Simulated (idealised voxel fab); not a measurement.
A process module follows: voxel gate over fins.
Section shown: cut. Width: 255 nm. Cell size: 5 nm, square.
Cross-section = grid of square cells, listed top down in bands; band = one or more rows. In this notation a band is specified by the heights of its top and bottom, in that order and in nm, after which its materials appear from left to right, each paired with its width in nm. The word "edge to edge" attached to a single material means that material fills the band from edge to edge; the word "air" stands for empty space. Height is counted from the level 0, under which the received wafer is composed throughout of one material. The lowest of the bands is not closed at the bottom but continues downward, in the notation "top 0, no bottom". A two-number width, for instance "30..40", indicates that the width is equal to the first number in the top row of the band and to the second number in the bottom row, and that it changes by a constant amount per row of cells. "nothing got changed" means the step left every cell of the cross-section as it was. Any empty space of 8 cells or more lacking an open way to the top shows up in "Closed void entries" as width x height at distance, distance from the left edge, in nm. Where a step's line continues beyond its settings, the continuation is a remark by the simulator itself on that step. If you see "overlay nm" on a step's line and that step has a mask, it's telling you how far right of where it was planned the mask ended up; a negative number means it went left instead.
[Process steps (planned)]
1. RECEIVE, material Si
2. CONFORMAL_DEP, material SiN, thk nm 10
3. DIRECTIONAL_DEP, material aC, thk nm 10
4. PATTERN, tone cover, mask id FINS, material resist, width nm 15, pitch nm 45, thk nm 25, overlay nm 0
5. DIRECTIONAL_ETCH, etch materials aC, depth nm 10
6. STRIP, etch materials resist
7. DIRECTIONAL_ETCH, etch materials SiN, depth nm 10
8. DIRECTIONAL_ETCH, etch materials Si, depth nm 40
9. STRIP, etch materials aC
10. FILL_DEP, material SiO2, thk nm 5
11. CMP, height nm 10
12. SELECTIVE_ETCH, etch materials SiO2, depth nm 25
13. STRIP, etch materials SiN
14. CONFORMAL_DEP, material HfO2, thk nm 5
15. CONFORMAL_DEP, material TiN, thk nm 5
16. FILL_DEP, material W, thk nm 15
17. CMP, height nm 20
18. CONFORMAL_DEP, material SiN, thk nm 5
[Run as planned: first of two wafers]
[Shown in cross-section is the wafer as received, that is, as it stands after step 1]
> top 0, no bottom = Si edge to edge
> Closed void entries: none
[Step 2 done - wafer cross-section]
> top 10, bottom 0 = SiN edge to edge
> Everything below 0 is unchanged.
[Step 3 done - wafer cross-section]
> top 20, bottom 10 = aC edge to edge
> Everything below 10 is unchanged.
[Step 4 done - wafer cross-section]
> top 45, bottom 20 = air=75 | resist=15 | air=30 | resist=15 | air=30 | resist=15 | air=75
> Everything below 20 is unchanged.
[Step 5 done - wafer cross-section]
> top 35, bottom 20 = air=75 | resist=15 | air=30 | resist=15 | air=30 | resist=15 | air=75
> top 20, bottom 10 = air=75 | aC=15 | air=30 | aC=15 | air=30 | aC=15 | air=75
> Everything below 10 is unchanged.
[Step 6 done - wafer cross-section]
> top 20, bottom 10 = air=75 | aC=15 | air=30 | aC=15 | air=30 | aC=15 | air=75
> Everything below 10 is unchanged.
[Step 7 done - wafer cross-section]
> top 20, bottom 10 = air=75 | aC=15 | air=30 | aC=15 | air=30 | aC=15 | air=75
> top 10, bottom 0 = air=75 | SiN=15 | air=30 | SiN=15 | air=30 | SiN=15 | air=75
> Everything below 0 is unchanged.
[Step 8 done - wafer cross-section]
> top 20, bottom 10 = air=75 | aC=15 | air=30 | aC=15 | air=30 | aC=15 | air=75
> top 10, bottom 0 = air=75 | SiN=15 | air=30 | SiN=15 | air=30 | SiN=15 | air=75
> top 0, bottom -40 = air=75 | Si=15 | air=30 | Si=15 | air=30 | Si=15 | air=75
> Everything below -40 is unchanged.
[Step 9 done - wafer cross-section]
> top 10, bottom 0 = air=75 | SiN=15 | air=30 | SiN=15 | air=30 | SiN=15 | air=75
> Everything below 0 is unchanged.
[Step 10 done - wafer cross-section]
> top 15, bottom 10 = SiO2 edge to edge
> top 10, bottom 0 = SiO2=75 | SiN=15 | SiO2=30 | SiN=15 | SiO2=30 | SiN=15 | SiO2=75
> top 0, bottom -40 = SiO2=75 | Si=15 | SiO2=30 | Si=15 | SiO2=30 | Si=15 | SiO2=75
> Everything below -40 is unchanged.
[Step 11 done - wafer cross-section]
> top 10, bottom 0 = SiO2=75 | SiN=15 | SiO2=30 | SiN=15 | SiO2=30 | SiN=15 | SiO2=75
> Everything below 0 is unchanged.
[Step 12 done - wafer cross-section]
> top 10, bottom 0 = air=75 | SiN=15 | air=30 | SiN=15 | air=30 | SiN=15 | air=75
> top 0, bottom -15 = air=75 | Si=15 | air=30 | Si=15 | air=30 | Si=15 | air=75
> Everything below -15 is unchanged.
[Step 13 done - wafer cross-section]
> top 0, bottom -15 = air=75 | Si=15 | air=30 | Si=15 | air=30 | Si=15 | air=75
> Everything below -15 is unchanged.
[Step 14 done - wafer cross-section]
> top 5, bottom 0 = air=70 | HfO2=25 | air=20 | HfO2=25 | air=20 | HfO2=25 | air=70
> top 0, bottom -10 = air=70 | HfO2=5 | Si=15 | HfO2=5 | air=20 | HfO2=5 | Si=15 | HfO2=5 | air=20 | HfO2=5 | Si=15 | HfO2=5 | air=70
> top -10, bottom -15 = HfO2=75 | Si=15 | HfO2=30 | Si=15 | HfO2=30 | Si=15 | HfO2=75
> Everything below -15 is unchanged.
[Step 15 done - wafer cross-section]
> top 10, bottom 5 = air=65 | TiN=35 | air=10 | TiN=35 | air=10 | TiN=35 | air=65
> top 5, bottom 0 = air=65 | TiN=5 | HfO2=25 | TiN=5 | air=10 | TiN=5 | HfO2=25 | TiN=5 | air=10 | TiN=5 | HfO2=25 | TiN=5 | air=65
> top 0, bottom -5 = air=65 | TiN=5 | HfO2=5 | Si=15 | HfO2=5 | TiN=5 | air=10 | TiN=5 | HfO2=5 | Si=15 | HfO2=5 | TiN=5 | air=10 | TiN=5 | HfO2=5 | Si=15 | HfO2=5 | TiN=5 | air=65
> top -5, bottom -10 = TiN=70 | HfO2=5 | Si=15 | HfO2=5 | TiN=20 | HfO2=5 | Si=15 | HfO2=5 | TiN=20 | HfO2=5 | Si=15 | HfO2=5 | TiN=70
> Everything below -10 is unchanged.
[Step 16 done - wafer cross-section]
> top 25, bottom 10 = W edge to edge
> top 10, bottom 5 = W=65 | TiN=35 | W=10 | TiN=35 | W=10 | TiN=35 | W=65
> top 5, bottom 0 = W=65 | TiN=5 | HfO2=25 | TiN=5 | W=10 | TiN=5 | HfO2=25 | TiN=5 | W=10 | TiN=5 | HfO2=25 | TiN=5 | W=65
> top 0, bottom -5 = W=65 | TiN=5 | HfO2=5 | Si=15 | HfO2=5 | TiN=5 | W=10 | TiN=5 | HfO2=5 | Si=15 | HfO2=5 | TiN=5 | W=10 | TiN=5 | HfO2=5 | Si=15 | HfO2=5 | TiN=5 | W=65
> Everything below -5 is unchanged.
[Step 17 done - wafer cross-section]
> top 20, bottom 10 = W edge to edge
> Everything below 10 is unchanged.
[Step 18 done - wafer cross-section]
> top 25, bottom 20 = SiN edge to edge
> Everything below 20 is unchanged.
[The second wafer was prepared from the same starting point and under the same plan as the first; its processing contained one mistake, and it remains indistinguishable from the first wafer up to and including step 1]
[Cross-section of the second wafer corresponding to the planned conclusion of step 2]
> top 10, bottom 0 = W edge to edge
> Everything below 0 is unchanged.
[Cross-section of the second wafer corresponding to the planned conclusion of step 3]
> top 20, bottom 10 = aC edge to edge
> Everything below 10 is unchanged.
[Cross-section of the second wafer corresponding to the planned conclusion of step 4]
> top 45, bottom 20 = air=75 | resist=15 | air=30 | resist=15 | air=30 | resist=15 | air=75
> Everything below 20 is unchanged.
[Cross-section of the second wafer corresponding to the planned conclusion of step 5]
> top 35, bottom 20 = air=75 | resist=15 | air=30 | resist=15 | air=30 | resist=15 | air=75
> top 20, bottom 10 = air=75 | aC=15 | air=30 | aC=15 | air=30 | aC=15 | air=75
> Everything below 10 is unchanged.
[Cross-section of the second wafer corresponding to the planned conclusion of step 6]
> top 20, bottom 10 = air=75 | aC=15 | air=30 | aC=15 | air=30 | aC=15 | air=75
> Everything below 10 is unchanged.
Cross-section of the second wafer corresponding to the planned conclusion of step 7: nothing got changed
Cross-section of the second wafer corresponding to the planned conclusion of step 8: nothing got changed
[Cross-section of the second wafer corresponding to the planned conclusion of step 9]
> top 10, bottom 0 = W edge to edge
> Everything below 0 is unchanged.
[Cross-section of the second wafer corresponding to the planned conclusion of step 10]
> top 15, bottom 10 = SiO2 edge to edge
> Everything below 10 is unchanged.
[Cross-section of the second wafer corresponding to the planned conclusion of step 11]
> top 10, bottom 0 = W edge to edge
> Everything below 0 is unchanged.
Cross-section of the second wafer corresponding to the planned conclusion of step 12: nothing got changed
Cross-section of the second wafer corresponding to the planned conclusion of step 13: nothing got changed
[Cross-section of the second wafer corresponding to the planned conclusion of step 14]
> top 15, bottom 10 = HfO2 edge to edge
> Everything below 10 is unchanged.
[Cross-section of the second wafer corresponding to the planned conclusion of step 15]
> top 20, bottom 15 = TiN edge to edge
> Everything below 15 is unchanged.
[Cross-section of the second wafer corresponding to the planned conclusion of step 16]
> top 35, bottom 20 = W edge to edge
> Everything below 20 is unchanged.
[Cross-section of the second wafer corresponding to the planned conclusion of step 17]
> top 20, bottom 15 = TiN edge to edge
> Everything below 15 is unchanged.
[Cross-section of the second wafer corresponding to the planned conclusion of step 18]
> top 25, bottom 20 = SiN edge to edge
> Everything below 20 is unchanged.
What was the processing mistake? step 2 did not use the planned setting and instead ran as CONFORMAL_DEP, material W, thk nm 10
Cell-count delta at end, second wafer over first, by material: -18 HfO2 | +336 Si | -210 SiO2 | -18 TiN | -90 W
